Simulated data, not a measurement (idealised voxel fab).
Name of the process module below: voxel released beams
Square cell edge 5 nm, section width 300 nm, ID cut.
Format of a cross-section: grid, square cells. Given as bands. Order: top down. Band: one or more rows of cells. First you get the band's top height and its bottom height, in nm, and then the materials it's made of, left to right, with each width in nm. If you see a single material with "full width", that one covers the band edge to edge. "air" is empty space. Convention: height 0 is the level below which the wafer, as received, is all one material. The lowest band does not terminate at the bottom but continues downward, represented as "top 0, no bottom". Think of "30->40" as a width that walks from the first number to the second as you go down the band, top row to bottom row, taking equal-sized steps from row to row. Step note "identical to before" = no cross-section cell changed. The entry "Closed cavities" lists the empty spaces that cover at least 8 cells and have no open path to the top. Each is written as width x height at distance, where the distance is measured from the left edge and all three values are in nm. If you see something after the settings on a step's line, that's the simulator's own remark about that step. The "overlay nm" setting may appear on a step's line; for a step that uses a mask, it gives how far to the right of its planned position the mask lay, and a negative value indicates the left.

Steps planned for the process:
1) RECEIVE,material Si
2) CONFORMAL_DEP,material Al2O3,thk nm 10
3) DIRECTIONAL_DEP,material SiO2,thk nm 10
4) DIRECTIONAL_DEP,material aC,thk nm 10
5) PATTERN,tone open,mask id ANCHOR,material resist,width nm 40,thk nm 25,overlay nm 0
6) DIRECTIONAL_ETCH,etch materials aC,depth nm 10
7) STRIP,etch materials resist
8) DIRECTIONAL_ETCH,etch materials SiO2,depth nm 10
9) STRIP,etch materials aC
10) CONFORMAL_DEP,material SiN,thk nm 15
11) DIRECTIONAL_DEP,material aC,thk nm 15
12) PATTERN,tone cover,mask id BEAM,material resist,width nm 100,thk nm 30,overlay nm 0
13) DIRECTIONAL_ETCH,etch materials aC,depth nm 15
14) STRIP,etch materials resist
15) DIRECTIONAL_ETCH,etch materials SiN,depth nm 15
16) STRIP,etch materials aC
17) STRIP,etch materials SiO2

This is the cross-section of the wafer as we received it, i.e. after step 1:
    top 0, no bottom: Si full width
    Closed cavities: none

First of two wafers: cross-section at end of module, run per plan:
    top 35, bottom 25: air 95 nm, then SiN 20 nm, then air 10 nm, then SiN 70 nm, then air 105 nm
    top 25, bottom 20: air 95 nm, then SiN 100 nm, then air 105 nm
    top 20, bottom 10: air 100 nm, then SiN 40 nm, then air 160 nm
    top 10, bottom 0: Al2O3 full width
    top 0, no bottom: Si full width
    Closed cavities: none

Second of two wafers, module complete, sectioned: it shares the first wafer's start and plan but was run with one mistake:
    top 35, bottom 25: air 95 nm, then SiN 60 nm, then air 145 nm
    top 25, bottom 20: air 95 nm, then SiN 100 nm, then air 105 nm
    top 20, bottom 10: air 85 nm, then SiN 15 nm, then SiO2 40 nm, then SiN 55 nm, then air 105 nm
    top 10, bottom 0: Al2O3 full width
    top 0, no bottom: Si full width
    Closed cavities: none
Short version of what went wrong: step 5 ran as: PATTERN,tone cover,mask id ANCHOR,material resist,width nm 40,thk nm 25,overlay nm 0
Count the cells at the end and the second wafer has more or fewer of some materials than the first: SiO2: 16 more
